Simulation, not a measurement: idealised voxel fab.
A process module follows: voxel air gaps.
Square cell edge 5 nm, section width 205 nm, ID cut.
For the purposes of this document, a cross-section shall be understood as a grid of square cells, specified as bands listed in top-to-bottom order, each band consisting of one or more rows of cells.
Look at the band entry: it leads with the top's height and the bottom's height in nm. Then it lists the materials left to right, with a width in nm for each. The word "throughout" on a single material says that material fills the band edge to edge. The word "empty" is empty space.
For the purposes of this specification, 0 denotes the height below which the wafer in its as-received condition is composed wholly of one material, and the lowermost band, lacking a lower limit, extends downward without end, as expressed in "0 nm and below".
A width given as "30 to 40" starts at the first number in the band's top row and ends at the second number in its bottom row, shifting by an equal amount at every step from row to row.
"no alterations made" means the step left every cell of the cross-section as it was.
Entry "Non-vented voids" = empty spaces >= 8 cells with no open way to the top; each as width x height at distance, distance from left edge, all nm.
If you see something after the settings on a step's line, that's the simulator's own remark about that step.
Steps that use a mask can have "overlay nm" on their line. It says how far the mask sat to the right of where it was meant to be. Negative means to the left.

Process steps (planned)
1. RECEIVE, material Si
2. CONFORMAL_DEP, material SiO2, thk nm 10
3. CONFORMAL_DEP, material SiN, thk nm 5
4. DIRECTIONAL_DEP, material SiO2, thk nm 40
5. PATTERN, tone open, mask id LINES, material resist, width nm 15, pitch nm 40, thk nm 20, overlay nm 0
6. DIRECTIONAL_ETCH, etch materials SiO2, depth nm 40
7. STRIP, etch materials resist
8. CONFORMAL_DEP, material TiN, thk nm 5
9. FILL_DEP, material Cu, thk nm 5
10. CMP, height nm 55
11. EPI, material Ru, thk nm 10
12. SELECTIVE_ETCH, etch materials SiO2, depth nm 50
13. CONFORMAL_DEP, material SiN, thk nm 5

Delivered wafer in cross-section: state after step 1
* 0 nm and below  Si throughout
* Non-vented voids: none

Cross-section at module end, one run error; start and plan unchanged from above
* 70 nm to 65 nm  35 empty / 125 SiN / 45 empty
* 65 nm to 55 nm  35 empty / 5 SiN / 35 Ru / 5 SiN / 35 Ru / 5 SiN / 35 Ru / 5 SiN / 45 empty
* 55 nm to 50 nm  35 empty / 15 SiN / 5 TiN / 5 Cu / 5 TiN / 25 SiN / 5 TiN / 5 Cu / 5 TiN / 25 SiN / 5 TiN / 5 Cu / 5 TiN / 15 SiN / 45 empty
* 50 nm to 20 nm  45 empty / 5 SiN / 5 TiN / 5 Cu / 5 TiN / 5 SiN / 15 empty / 5 SiN / 5 TiN / 5 Cu / 5 TiN / 5 SiN / 15 empty / 5 SiN / 5 TiN / 5 Cu / 5 TiN / 5 SiN / 55 empty
* 20 nm to 15 nm  50 SiN / 15 TiN / 25 SiN / 15 TiN / 25 SiN / 15 TiN / 60 SiN
* 15 nm to 10 nm  SiN throughout
* 10 nm to 0 nm  SiO2 throughout
* 0 nm and below  Si throughout
* Non-vented voids: 15 x 30 at 70; 15 x 30 at 110
Finding, execution versus plan: step 5 did not use the planned setting and instead ran as PATTERN, tone open, mask id LINES, material resist, width nm 15, pitch nm 40, thk nm 20, overlay nm -5
